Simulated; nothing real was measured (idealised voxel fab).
You're looking at the process module voxel released beams.
Displayed cross-section: cut, width of 235 nm, square cells sized 5 nm.
Throughout this document, each cross-section is represented as a grid of square cells and is presented as a sequence of bands enumerated from the top downward, where a band comprises one or more rows of cells. The entry gives the band's vertical extent as a top height and a bottom height in nm, then its horizontal make-up as materials from left to right, each with a width in nm. "blank" stands for empty space; a single material marked "full width" fills the band edge to edge. It should be noted that heights are counted from 0, beneath which the wafer as supplied is of one material throughout, and that the lowest band possesses no lower boundary but continues downward, as written in "0 -> down". Width spec "30 to 40" -> top row of cells at first value, bottom row at second value, equal per-row change in between. Any step labelled "all unchanged" changed none of the cells in the cross-section. "Cavities, closed" - sealed voids, min. 8 cells, no opening to top; format: width x height at distance (distance from left edge; nm throughout). Anything after a step's settings on that line? It's the simulator's own note about the step. The optional step-line setting "overlay nm" applies to steps with a mask and quantifies how far to the right of its planned location the mask lay, a negative value indicating leftward placement.
Steps in the process plan
1) RECEIVE, material Si
2) CONFORMAL_DEP, material Al2O3, thk nm 5
3) DIRECTIONAL_DEP, material SiO2, thk nm 20
4) MASKED_ETCH, tone open, mask id ANCHOR, width nm 30, etch materials SiO2, depth nm 20, overlay nm 0
5) CONFORMAL_DEP, material W, thk nm 10
6) MASKED_ETCH, tone cover, mask id BEAM, width nm 100, etch materials W, depth nm 10, overlay nm 0
7) STRIP, etch materials SiO2
Cross-section of the incoming wafer, state after step 1
- 0 -> down = Si full width
- Cavities, closed: none
Wafer cross-section at end of module: start and plan as shown above, one execution error
- 35 -> 25 = 65 of blank, 100 of W, 70 of blank
- 25 -> 20 = Al2O3 full width
- 20 -> 0 = SiO2 full width
- 0 -> down = Si full width
- Cavities, closed: none
Short version of what went wrong: ran 2 and 3 in swapped order versus the plan
